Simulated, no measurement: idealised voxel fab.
process module | voxel fin reveal
cross-section cut | 185 nm wide | cells 5 nm
A cross-section is a grid of square cells, given in bands from the top down. A band is one or more rows of cells.
Each band's line starts with the height of the band's top and of its bottom, in nm. Then come its materials from left to right, each with its width in nm. One material with "throughout" fills the band from edge to edge. "air" is empty space.
Height 0 is the level under which the wafer as received is all one material. The lowest band goes on downwards, as in "0 down".
A width such as "30 to 40" changes by the same amount from each row of cells to the next, from the band's top row to its bottom row.
"no change" after a step means that no cell of the cross-section changed.
closed voids: empty space of 8 cells or more with no open way to the top, each as width x height at its distance from the left edge, in nm
after a step's settings: what the simulator itself notes on the step
overlay nm, on a step with a mask: how far to the right of its planned place the mask lay; to the left if negative
plan
1 op RECEIVE | material Si
2 op CONFORMAL_DEP | material SiN | thk nm 5
3 op DIRECTIONAL_DEP | material aC | thk nm 15
4 op PATTERN | tone cover | mask id FINS | material resist | width nm 15 | pitch nm 45 | thk nm 35 | overlay nm 0
5 op DIRECTIONAL_ETCH | etch materials aC | depth nm 15
6 op STRIP | etch materials resist
7 op DIRECTIONAL_ETCH | etch materials SiN | depth nm 5
8 op DIRECTIONAL_ETCH | etch materials Si | depth nm 35
9 op STRIP | etch materials aC
10 op OXIDIZE | depth nm 5
11 op FILL_DEP | material SiO2 | thk nm 10
12 op CMP | height nm 5
13 op SELECTIVE_ETCH | etch materials SiO2 | depth nm 20
14 op STRIP | etch materials SiN
15 op CONFORMAL_DEP | material SiO2 | thk nm 5
varied across the wafers: width nm of step 4. The plan shows the first wafer's value. All wafers start alike
first wafer as received, after step 1
  0 down: Si throughout
  closed voids: none
first wafer at the end, after step 15
  5 to 0: air 60 | SiO2 15 | air 30 | SiO2 15 | air 65
  0 to -10: air 60 | SiO2 5 | Si 5 | SiO2 5 | air 30 | SiO2 5 | Si 5 | SiO2 5 | air 65
  -10 to -40: SiO2 65 | Si 5 | SiO2 40 | Si 5 | SiO2 70
  -40 down: Si throughout
  closed voids: none
last wafer at the end
  5 to 0: air 55 | SiO2 30 | air 15 | SiO2 30 | air 55
  0 to -10: air 55 | SiO2 5 | Si 20 | SiO2 5 | air 15 | SiO2 5 | Si 20 | SiO2 5 | air 55
  -10 to -40: SiO2 60 | Si 20 | SiO2 25 | Si 20 | SiO2 60
  -40 down: Si throughout
  closed voids: none
each wafer at the end: cells of each material gained (+) or lost (-) since it was received, then its closed voids
width nm 15 | -280 Si | +224 SiO2 | closed voids: none
width nm 20 | -264 Si | +214 SiO2 | closed voids: none
width nm 25 | -248 Si | +204 SiO2 | closed voids: none
width nm 30 | -232 Si | +194 SiO2 | closed voids: none
